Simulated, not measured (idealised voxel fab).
process module | voxel gate over fins
The cross-section on display is named cut; it measures 210 nm wide, and its cells are 5 nm squares.
In what follows, cross-sections appear as grids of square cells, described through bands that run from the top down, where every band is one or more rows of cells. For a band, the entry starts with two heights in nm, that of the top and then that of the bottom, and carries on with the band's materials in order from left to right, each alongside its width in nm; the word "everywhere" beside a single material means it fills the band edge to edge, and "empty" means empty space. The reference from which all heights are counted is 0, the level beneath which the as-received wafer is entirely one material; the lowest band, having no lower bound, proceeds downward and is written after the example "0 -> down". A width such as "30->40" changes by the same amount from each row of cells to the next, from the band's top row to its bottom row. Where the words "nothing changed" appear for a step, the cross-section shows no cell changed by that step; every cell remained as before. "Closed voids list" specifies each empty space that is not open to the top and that occupies no fewer than 8 cells, using the form width x height at distance, the distance measured from the left edge and all three quantities in nm. Step line, after settings: the simulator's comment on this step. Each step line may optionally specify "overlay nm", which for a step with a mask gives the rightward distance between the mask's planned place and where it lay, a negative value indicating the leftward direction.
Process steps foreseen in the plan:
1: RECEIVE: material Si
2: CONFORMAL_DEP: material SiN, thk nm 5
3: MASKED_ETCH: tone cover, mask id FINS, width nm 15, pitch nm 45, etch materials SiN, depth nm 5, overlay nm 0
4: MASKED_ETCH: tone cover, mask id FINS, width nm 15, pitch nm 45, etch materials Si, depth nm 30, overlay nm 0
5: FILL_DEP: material SiO2, thk nm 5
6: CMP: height nm 5
7: SELECTIVE_ETCH: etch materials SiO2, depth nm 15
8: STRIP: etch materials SiN
9: CONFORMAL_DEP: material HfO2, thk nm 5
10: CONFORMAL_DEP: material TiN, thk nm 5
11: FILL_DEP: material W, thk nm 10
12: CMP: height nm 15
13: CONFORMAL_DEP: material SiCN, thk nm 10
Wafer as received: cross-section following step 1:
	0 -> down | Si everywhere
	Closed voids list: none
First of two wafers, end-of-module section, run followed plan:
	25 -> 15 | SiCN everywhere
	15 -> 10 | W everywhere
	10 -> 5 | 20 nm W, 35 nm TiN, 10 nm W, 35 nm TiN, 10 nm W, 35 nm TiN, 10 nm W, 35 nm TiN, 20 nm W
	5 -> 0 | 20 nm W, 5 nm TiN, 25 nm HfO2, 5 nm TiN, 10 nm W, 5 nm TiN, 25 nm HfO2, 5 nm TiN, 10 nm W, 5 nm TiN, 25 nm HfO2, 5 nm TiN, 10 nm W, 5 nm TiN, 25 nm HfO2, 5 nm TiN, 20 nm W
	0 -> -5 | 25 nm TiN, 5 nm HfO2, 15 nm Si, 5 nm HfO2, 20 nm TiN, 5 nm HfO2, 15 nm Si, 5 nm HfO2, 20 nm TiN, 5 nm HfO2, 15 nm Si, 5 nm HfO2, 20 nm TiN, 5 nm HfO2, 15 nm Si, 5 nm HfO2, 25 nm TiN
	-5 -> -10 | 30 nm HfO2, 15 nm Si, 30 nm HfO2, 15 nm Si, 30 nm HfO2, 15 nm Si, 30 nm HfO2, 15 nm Si, 30 nm HfO2
	-10 -> -30 | 30 nm SiO2, 15 nm Si, 30 nm SiO2, 15 nm Si, 30 nm SiO2, 15 nm Si, 30 nm SiO2, 15 nm Si, 30 nm SiO2
	-30 -> down | Si everywhere
	Closed voids list: none
Wafer two (of two), end-of-module cross-section: start = wafer one, plan = wafer one, one run mistake:
	25 -> 10 | W everywhere
	10 -> 5 | 20 nm W, 35 nm TiN, 10 nm W, 35 nm TiN, 10 nm W, 35 nm TiN, 10 nm W, 35 nm TiN, 20 nm W
	5 -> 0 | 20 nm W, 5 nm TiN, 25 nm HfO2, 5 nm TiN, 10 nm W, 5 nm TiN, 25 nm HfO2, 5 nm TiN, 10 nm W, 5 nm TiN, 25 nm HfO2, 5 nm TiN, 10 nm W, 5 nm TiN, 25 nm HfO2, 5 nm TiN, 20 nm W
	0 -> -5 | 25 nm TiN, 5 nm HfO2, 15 nm Si, 5 nm HfO2, 20 nm TiN, 5 nm HfO2, 15 nm Si, 5 nm HfO2, 20 nm TiN, 5 nm HfO2, 15 nm Si, 5 nm HfO2, 20 nm TiN, 5 nm HfO2, 15 nm Si, 5 nm HfO2, 25 nm TiN
	-5 -> -10 | 30 nm HfO2, 15 nm Si, 30 nm HfO2, 15 nm Si, 30 nm HfO2, 15 nm Si, 30 nm HfO2, 15 nm Si, 30 nm HfO2
	-10 -> -30 | 30 nm SiO2, 15 nm Si, 30 nm SiO2, 15 nm Si, 30 nm SiO2, 15 nm Si, 30 nm SiO2, 15 nm Si, 30 nm SiO2
	-30 -> down | Si everywhere
	Closed voids list: none
What went wrong in running the wafer? so step 13 ended up running with a different setting than we planned, it ran as CONFORMAL_DEP: material W, thk nm 10
It is noted that, at the conclusion of processing, the second wafer exhibits a higher or lower cell count for certain materials relative to the first: SiCN -84, W +84
